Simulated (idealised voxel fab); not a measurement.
Process module name: voxel plated lines
It is cross-section cut that appears here, measuring 210 nm in width, its square cells being 5 nm in size.
Think of the cross-section as a grid of square cells. We describe it in bands, top to bottom, and each band covers one or more rows of those cells. Top height, bottom height, nm. Materials left to right, width each, nm. Single material + "everywhere" = fills band edge to edge. "blank" = empty. Heights are measured from 0, the level below which the as-received wafer is all one material; the lowest band has no bottom and continues downward, written as in "0 -> down". Top row gets the first number, bottom row gets the second, and each row in between changes by the same step: that is how a band width like "30 to 40" works. Given "changes: none" for a step, no cell of the cross-section differs between before and after that step. Under "Sealed void list" you'll find the enclosed gaps, the ones with no way out to the top, that are 8 cells or bigger; each reads width x height at distance, with distance counted from the left edge, everything in nm. after a step's settings: what the simulator itself notes on the step. overlay nm: mask offset rightward from planned place, masked step; negative means leftward offset.

# Process steps - plan
1 RECEIVE: material Si
2 CONFORMAL_DEP: material Al2O3, thk nm 10
3 DIRECTIONAL_DEP: material TiN, thk nm 5
4 PATTERN: tone open, mask id LINES, material resist, width nm 25, pitch nm 40, thk nm 40, overlay nm 0
5 EPI: material Ru, thk nm 10
6 EPI: material Ru, thk nm 10
7 EPI: material Ru, thk nm 10
8 STRIP: etch materials resist
9 DIRECTIONAL_ETCH: etch materials TiN, depth nm 5
10 CONFORMAL_DEP: material SiN, thk nm 10

# Wafer cross-section on receipt, i.e. after step 1
* 0 -> down = Si everywhere
* Sealed void list: none

# Wafer cross-section at end of module: start and plan as shown above, one execution error
* 55 -> 45 = 80 SiN  5 blank  35 SiN  5 blank  85 SiN
* 45 -> 20 = 70 Ru  10 SiN  5 blank  10 SiN  15 Ru  10 SiN  5 blank  10 SiN  75 Ru
* 20 -> 15 = 70 Ru  25 SiN  15 Ru  25 SiN  75 Ru
* 15 -> 10 = 70 TiN  25 SiN  15 TiN  25 SiN  75 TiN
* 10 -> 0 = Al2O3 everywhere
* 0 -> down = Si everywhere
* Sealed void list: none
Nonconformance to the process plan: it should be noted that step 4 was executed with settings other than those planned, the operation and settings actually applied being PATTERN: tone cover, mask id LINES, material resist, width nm 25, pitch nm 40, thk nm 40, overlay nm 0
